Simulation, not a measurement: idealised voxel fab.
process module | voxel released beams
cross-section cut | 240 nm wide | cells 5 nm
A cross-section is a grid of square cells, given in bands from the top down. A band is one or more rows of cells.
Each band's line starts with the height of the band's top and of its bottom, in nm. Then come its materials from left to right, each with its width in nm. One material with "throughout" fills the band from edge to edge. "air" is empty space.
Height 0 is the level under which the wafer as received is all one material. The lowest band goes on downwards, as in "0 down".
A width such as "30 to 40" changes by the same amount from each row of cells to the next, from the band's top row to its bottom row.
"no change" after a step means that no cell of the cross-section changed.
closed voids: empty space of 8 cells or more with no open way to the top, each as width x height at its distance from the left edge, in nm
after a step's settings: what the simulator itself notes on the step
overlay nm, on a step with a mask: how far to the right of its planned place the mask lay; to the left if negative
plan
1 op RECEIVE | material Si
2 op CONFORMAL_DEP | material SiN | thk nm 10
3 op DIRECTIONAL_DEP | material SiO2 | thk nm 10
4 op PATTERN | tone open | mask id ANCHOR | material resist | width nm 45 | thk nm 20 | overlay nm 0
5 op DIRECTIONAL_ETCH | etch materials SiO2 | depth nm 10
6 op STRIP | etch materials resist
7 op CONFORMAL_DEP | material W | thk nm 15
8 op MASKED_ETCH | tone cover | mask id BEAM | width nm 105 | etch materials W | depth nm 15 | overlay nm 0
9 op STRIP | etch materials SiO2
first wafer, as planned
as received, after step 1
  0 down: Si throughout
  closed voids: none
after step 2
  10 to 0: SiN throughout
  below 0: unchanged
after step 3
  20 to 10: SiO2 throughout
  below 10: unchanged
after step 4
  40 to 20: resist 70 | air 45 | resist 125
  below 20: unchanged
after step 5
  40 to 20: resist 70 | air 45 | resist 125
  20 to 10: SiO2 70 | air 45 | SiO2 125
  below 10: unchanged
after step 6
  20 to 10: SiO2 70 | air 45 | SiO2 125
  below 10: unchanged
after step 7
  35 to 25: W 85 | air 15 | W 140
  25 to 20: W throughout
  20 to 10: SiO2 70 | W 45 | SiO2 125
  below 10: unchanged
after step 8
  35 to 25: air 65 | W 20 | air 15 | W 70 | air 70
  25 to 20: air 65 | W 105 | air 70
  below 20: unchanged
after step 9
  35 to 25: air 65 | W 20 | air 15 | W 70 | air 70
  25 to 20: air 65 | W 105 | air 70
  20 to 10: air 70 | W 45 | air 125
  below 10: unchanged
second wafer: like start, like plan, one mistake. Through step 6 it matches the first wafer
when step 7 should have ended
  50 to 20: W throughout
  20 to 10: SiO2 70 | W 45 | SiO2 125
  below 10: unchanged
when step 8 should have ended
  50 to 35: air 65 | W 105 | air 70
  below 35: unchanged
when step 9 should have ended: no change
what went wrong: step 7 was run twice
at the end the second wafer has, in cells: 78 more of SiO2 | 150 more of W
